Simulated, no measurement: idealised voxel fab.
Name of the process module below: voxel self aligned contacts
Pictured: cross-section cut, 275 nm wide, on a grid of 5 nm square cells.
In this document a cross-section is written as a grid of square cells. It is given as a series of bands, listed from the top down, and a band is one or more rows of cells. Per band: top height and bottom height in nm, followed by the left-to-right materials and their widths in nm; "edge to edge" marks a single material spanning edge to edge, "air" marks empty space. Ref level 0: as-received wafer is one material below here. Bottom band extends down with no lower bound ("0 nm and below"). The width entry "30..40" should be interpreted row by row: the top row of cells in the band takes the first number, the bottom row takes the second number, and the change between adjacent rows is uniform throughout. Take "nothing got changed" at face value: in the step it is given for, the cross-section changed in none of its cells. "Enclosed void catalog": sealed empty spaces, 8 cells or more, no open way to top, listed width x height at distance, with distance from the left edge and width, height and distance in nm. Heads up: the bit after the settings on a step's line is the simulator's remark on that step. "overlay nm", when on a step's line for a step with a mask, measures how far to the right of its planned place the mask lay; a negative measure means to the left.
## Process steps - plan
1,RECEIVE: material Si
2,OXIDIZE: depth nm 5
3,DIRECTIONAL_DEP: material polySi, thk nm 25
4,DIRECTIONAL_DEP: material SiN, thk nm 25
5,DIRECTIONAL_DEP: material aC, thk nm 15
6,PATTERN: tone cover, mask id GATE, material resist, width nm 35, pitch nm 80, thk nm 30, overlay nm 0
7,DIRECTIONAL_ETCH: etch materials aC, depth nm 15
8,STRIP: etch materials resist
9,DIRECTIONAL_ETCH: etch materials SiN, depth nm 25
10,DIRECTIONAL_ETCH: etch materials polySi, depth nm 25
11,STRIP: etch materials aC
12,CONFORMAL_DEP: material SiN, thk nm 10
13,DIRECTIONAL_ETCH: etch materials SiN, depth nm 10
14,FILL_DEP: material SiO2, thk nm 20
15,CMP: height nm 60
16,DIRECTIONAL_DEP: material aC, thk nm 10
17,PATTERN: tone open, mask id CONTACT, material resist, width nm 55, pitch nm 80, thk nm 25, overlay nm 0
18,DIRECTIONAL_ETCH: etch materials aC, depth nm 10
19,STRIP: etch materials resist
20,DIRECTIONAL_ETCH: etch materials SiO2, depth nm 65
21,STRIP: etch materials aC
22,CONFORMAL_DEP: material TiN, thk nm 5
23,FILL_DEP: material Ru, thk nm 10
24,CMP: height nm 60
25,CONFORMAL_DEP: material SiCN, thk nm 5
## First out of two wafers; run went to plan
## Cross-section of the wafer as it came to us, i.e., already through step 1
> 0 nm and below  Si edge to edge
> Enclosed void catalog: none
## Step 2 done - wafer cross-section
> 0 nm to -5 nm  SiO2 edge to edge
> Below a height of -5, the structure has not been altered.
## Step 3 done - wafer cross-section
> 25 nm to 0 nm  polySi edge to edge
> Below a height of 0, the structure has not been altered.
## Step 4 done - wafer cross-section
> 50 nm to 25 nm  SiN edge to edge
> Below a height of 25, the structure has not been altered.
## Step 5 done - wafer cross-section
> 65 nm to 50 nm  aC edge to edge
> Below a height of 50, the structure has not been altered.
## Step 6 done - wafer cross-section
> 95 nm to 65 nm  air 40 | resist 35 | air 45 | resist 35 | air 45 | resist 35 | air 40
> Below a height of 65, the structure has not been altered.
## Step 7 done - wafer cross-section
> 80 nm to 65 nm  air 40 | resist 35 | air 45 | resist 35 | air 45 | resist 35 | air 40
> 65 nm to 50 nm  air 40 | aC 35 | air 45 | aC 35 | air 45 | aC 35 | air 40
> Below a height of 50, the structure has not been altered.
## Step 8 done - wafer cross-section
> 65 nm to 50 nm  air 40 | aC 35 | air 45 | aC 35 | air 45 | aC 35 | air 40
> Below a height of 50, the structure has not been altered.
## Step 9 done - wafer cross-section
> 65 nm to 50 nm  air 40 | aC 35 | air 45 | aC 35 | air 45 | aC 35 | air 40
> 50 nm to 25 nm  air 40 | SiN 35 | air 45 | SiN 35 | air 45 | SiN 35 | air 40
> Below a height of 25, the structure has not been altered.
## Step 10 done - wafer cross-section
> 65 nm to 50 nm  air 40 | aC 35 | air 45 | aC 35 | air 45 | aC 35 | air 40
> 50 nm to 25 nm  air 40 | SiN 35 | air 45 | SiN 35 | air 45 | SiN 35 | air 40
> 25 nm to 0 nm  air 40 | polySi 35 | air 45 | polySi 35 | air 45 | polySi 35 | air 40
> Below a height of 0, the structure has not been altered.
## Step 11 done - wafer cross-section
> 50 nm to 25 nm  air 40 | SiN 35 | air 45 | SiN 35 | air 45 | SiN 35 | air 40
> Below a height of 25, the structure has not been altered.
## Step 12 done - wafer cross-section
> 60 nm to 25 nm  air 30 | SiN 55 | air 25 | SiN 55 | air 25 | SiN 55 | air 30
> 25 nm to 10 nm  air 30 | SiN 10 | polySi 35 | SiN 10 | air 25 | SiN 10 | polySi 35 | SiN 10 | air 25 | SiN 10 | polySi 35 | SiN 10 | air 30
> 10 nm to 0 nm  SiN 40 | polySi 35 | SiN 45 | polySi 35 | SiN 45 | polySi 35 | SiN 40
> Below a height of 0, the structure has not been altered.
## Step 13 done - wafer cross-section
> 50 nm to 25 nm  air 30 | SiN 55 | air 25 | SiN 55 | air 25 | SiN 55 | air 30
> 25 nm to 0 nm  air 30 | SiN 10 | polySi 35 | SiN 10 | air 25 | SiN 10 | polySi 35 | SiN 10 | air 25 | SiN 10 | polySi 35 | SiN 10 | air 30
> Below a height of 0, the structure has not been altered.
## Step 14 done - wafer cross-section
> 70 nm to 50 nm  SiO2 edge to edge
> 50 nm to 25 nm  SiO2 30 | SiN 55 | SiO2 25 | SiN 55 | SiO2 25 | SiN 55 | SiO2 30
> 25 nm to 0 nm  SiO2 30 | SiN 10 | polySi 35 | SiN 10 | SiO2 25 | SiN 10 | polySi 35 | SiN 10 | SiO2 25 | SiN 10 | polySi 35 | SiN 10 | SiO2 30
> Below a height of 0, the structure has not been altered.
## Step 15 done - wafer cross-section
> 60 nm to 50 nm  SiO2 edge to edge
> Below a height of 50, the structure has not been altered.
## Step 16 done - wafer cross-section
> 70 nm to 60 nm  aC edge to edge
> Below a height of 60, the structure has not been altered.
## Step 17 done - wafer cross-section
> 95 nm to 70 nm  resist 70 | air 55 | resist 25 | air 55 | resist 70
> Below a height of 70, the structure has not been altered.
## Step 18 done - wafer cross-section
> 85 nm to 70 nm  resist 70 | air 55 | resist 25 | air 55 | resist 70
> 70 nm to 60 nm  aC 70 | air 55 | aC 25 | air 55 | aC 70
> Below a height of 60, the structure has not been altered.
## Step 19 done - wafer cross-section
> 70 nm to 60 nm  aC 70 | air 55 | aC 25 | air 55 | aC 70
> Below a height of 60, the structure has not been altered.
## Step 20 done - wafer cross-section
> 70 nm to 60 nm  aC 70 | air 55 | aC 25 | air 55 | aC 70
> 60 nm to 50 nm  SiO2 70 | air 55 | SiO2 25 | air 55 | SiO2 70
> 50 nm to 25 nm  SiO2 30 | SiN 55 | air 25 | SiN 55 | air 25 | SiN 55 | SiO2 30
> 25 nm to 0 nm  SiO2 30 | SiN 10 | polySi 35 | SiN 10 | air 25 | SiN 10 | polySi 35 | SiN 10 | air 25 | SiN 10 | polySi 35 | SiN 10 | SiO2 30
> 0 nm to -5 nm  SiO2 85 | air 25 | SiO2 55 | air 25 | SiO2 85
> Below a height of -5, the structure has not been altered.
## Step 21 done - wafer cross-section
> 60 nm to 50 nm  SiO2 70 | air 55 | SiO2 25 | air 55 | SiO2 70
> Below a height of 50, the structure has not been altered.
## Step 22 done - wafer cross-section
> 65 nm to 60 nm  TiN 75 | air 45 | TiN 35 | air 45 | TiN 75
> 60 nm to 50 nm  SiO2 70 | TiN 5..20 | air 45..15 | TiN 5..20 | SiO2 25 | TiN 5..20 | air 45..15 | TiN 5..20 | SiO2 70
> 50 nm to 25 nm  SiO2 30 | SiN 55 | TiN 5 | air 15 | TiN 5 | SiN 55 | TiN 5 | air 15 | TiN 5 | SiN 55 | SiO2 30
> 25 nm to 0 nm  SiO2 30 | SiN 10 | polySi 35 | SiN 10 | TiN 5 | air 15 | TiN 5 | SiN 10 | polySi 35 | SiN 10 | TiN 5 | air 15 | TiN 5 | SiN 10 | polySi 35 | SiN 10 | SiO2 30
> 0 nm to -5 nm  SiO2 85 | TiN 25 | SiO2 55 | TiN 25 | SiO2 85
> Below a height of -5, the structure has not been altered.
## Step 23 done - wafer cross-section
> 75 nm to 65 nm  Ru edge to edge
> 65 nm to 60 nm  TiN 75 | Ru 45 | TiN 35 | Ru 45 | TiN 75
> 60 nm to 50 nm  SiO2 70 | TiN 5..20 | Ru 45..15 | TiN 5..20 | SiO2 25 | TiN 5..20 | Ru 45..15 | TiN 5..20 | SiO2 70
> 50 nm to 25 nm  SiO2 30 | SiN 55 | TiN 5 | Ru 15 | TiN 5 | SiN 55 | TiN 5 | Ru 15 | TiN 5 | SiN 55 | SiO2 30
> 25 nm to 0 nm  SiO2 30 | SiN 10 | polySi 35 | SiN 10 | TiN 5 | Ru 15 | TiN 5 | SiN 10 | polySi 35 | SiN 10 | TiN 5 | Ru 15 | TiN 5 | SiN 10 | polySi 35 | SiN 10 | SiO2 30
> Below a height of 0, the structure has not been altered.
## Step 24 done - wafer cross-section
> 60 nm to 50 nm  SiO2 70 | TiN 5..20 | Ru 45..15 | TiN 5..20 | SiO2 25 | TiN 5..20 | Ru 45..15 | TiN 5..20 | SiO2 70
> Below a height of 50, the structure has not been altered.
## Step 25 done - wafer cross-section
> 65 nm to 60 nm  SiCN edge to edge
> Below a height of 60, the structure has not been altered.
## Companion wafer, the second of two: same beginning, same intended sequence, one mistake in carrying it out; through step 3 inclusive it tracks the first exactly
## What the second wafer looks like in cross-section when step 4 should have wrapped up
> 50 nm to 25 nm  TiN edge to edge
> Below a height of 25, the structure has not been altered.
## What the second wafer looks like in cross-section when step 5 should have wrapped up
> 65 nm to 50 nm  aC edge to edge
> Below a height of 50, the structure has not been altered.
## What the second wafer looks like in cross-section when step 6 should have wrapped up
> 95 nm to 65 nm  air 40 | resist 35 | air 45 | resist 35 | air 45 | resist 35 | air 40
> Below a height of 65, the structure has not been altered.
## What the second wafer looks like in cross-section when step 7 should have wrapped up
> 80 nm to 65 nm  air 40 | resist 35 | air 45 | resist 35 | air 45 | resist 35 | air 40
> 65 nm to 50 nm  air 40 | aC 35 | air 45 | aC 35 | air 45 | aC 35 | air 40
> Below a height of 50, the structure has not been altered.
## What the second wafer looks like in cross-section when step 8 should have wrapped up
> 65 nm to 50 nm  air 40 | aC 35 | air 45 | aC 35 | air 45 | aC 35 | air 40
> Below a height of 50, the structure has not been altered.
What the second wafer looks like in cross-section when step 9 should have wrapped up: nothing got changed
What the second wafer looks like in cross-section when step 10 should have wrapped up: nothing got changed
## What the second wafer looks like in cross-section when step 11 should have wrapped up
> 50 nm to 25 nm  TiN edge to edge
> Below a height of 25, the structure has not been altered.
## What the second wafer looks like in cross-section when step 12 should have wrapped up
> 60 nm to 50 nm  SiN edge to edge
> Below a height of 50, the structure has not been altered.
## What the second wafer looks like in cross-section when step 13 should have wrapped up
> 50 nm to 25 nm  TiN edge to edge
> Below a height of 25, the structure has not been altered.
## What the second wafer looks like in cross-section when step 14 should have wrapped up
> 70 nm to 50 nm  SiO2 edge to edge
> Below a height of 50, the structure has not been altered.
## What the second wafer looks like in cross-section when step 15 should have wrapped up
> 60 nm to 50 nm  SiO2 edge to edge
> Below a height of 50, the structure has not been altered.
## What the second wafer looks like in cross-section when step 16 should have wrapped up
> 70 nm to 60 nm  aC edge to edge
> Below a height of 60, the structure has not been altered.
## What the second wafer looks like in cross-section when step 17 should have wrapped up
> 95 nm to 70 nm  resist 70 | air 55 | resist 25 | air 55 | resist 70
> Below a height of 70, the structure has not been altered.
## What the second wafer looks like in cross-section when step 18 should have wrapped up
> 85 nm to 70 nm  resist 70 | air 55 | resist 25 | air 55 | resist 70
> 70 nm to 60 nm  aC 70 | air 55 | aC 25 | air 55 | aC 70
> Below a height of 60, the structure has not been altered.
## What the second wafer looks like in cross-section when step 19 should have wrapped up
> 70 nm to 60 nm  aC 70 | air 55 | aC 25 | air 55 | aC 70
> Below a height of 60, the structure has not been altered.
## What the second wafer looks like in cross-section when step 20 should have wrapped up
> 70 nm to 60 nm  aC 70 | air 55 | aC 25 | air 55 | aC 70
> 60 nm to 50 nm  SiO2 70 | air 55 | SiO2 25 | air 55 | SiO2 70
> Below a height of 50, the structure has not been altered.
## What the second wafer looks like in cross-section when step 21 should have wrapped up
> 60 nm to 50 nm  SiO2 70 | air 55 | SiO2 25 | air 55 | SiO2 70
> Below a height of 50, the structure has not been altered.
## What the second wafer looks like in cross-section when step 22 should have wrapped up
> 65 nm to 60 nm  TiN 75 | air 45 | TiN 35 | air 45 | TiN 75
> 60 nm to 55 nm  SiO2 70 | TiN 5 | air 45 | TiN 5 | SiO2 25 | TiN 5 | air 45 | TiN 5 | SiO2 70
> 55 nm to 50 nm  SiO2 70 | TiN 55 | SiO2 25 | TiN 55 | SiO2 70
> Below a height of 50, the structure has not been altered.
## What the second wafer looks like in cross-section when step 23 should have wrapped up
> 75 nm to 65 nm  Ru edge to edge
> 65 nm to 60 nm  TiN 75 | Ru 45 | TiN 35 | Ru 45 | TiN 75
> 60 nm to 55 nm  SiO2 70 | TiN 5 | Ru 45 | TiN 5 | SiO2 25 | TiN 5 | Ru 45 | TiN 5 | SiO2 70
> Below a height of 55, the structure has not been altered.
## What the second wafer looks like in cross-section when step 24 should have wrapped up
> 60 nm to 55 nm  SiO2 70 | TiN 5 | Ru 45 | TiN 5 | SiO2 25 | TiN 5 | Ru 45 | TiN 5 | SiO2 70
> Below a height of 55, the structure has not been altered.
## What the second wafer looks like in cross-section when step 25 should have wrapped up
> 65 nm to 60 nm  SiCN edge to edge
> Below a height of 60, the structure has not been altered.
It is concluded that the wafer was processed incorrectly with respect to the plan, in that step 4 deviated from plan and actually ran as DIRECTIONAL_DEP: material TiN, thk nm 25
Once processing is complete, comparing cell counts shows that the second wafer has more or fewer of certain materials than the first: 66 fewer of Ru | 225 fewer of SiN | 110 fewer of SiO2 | 231 more of TiN | 170 more of polySi
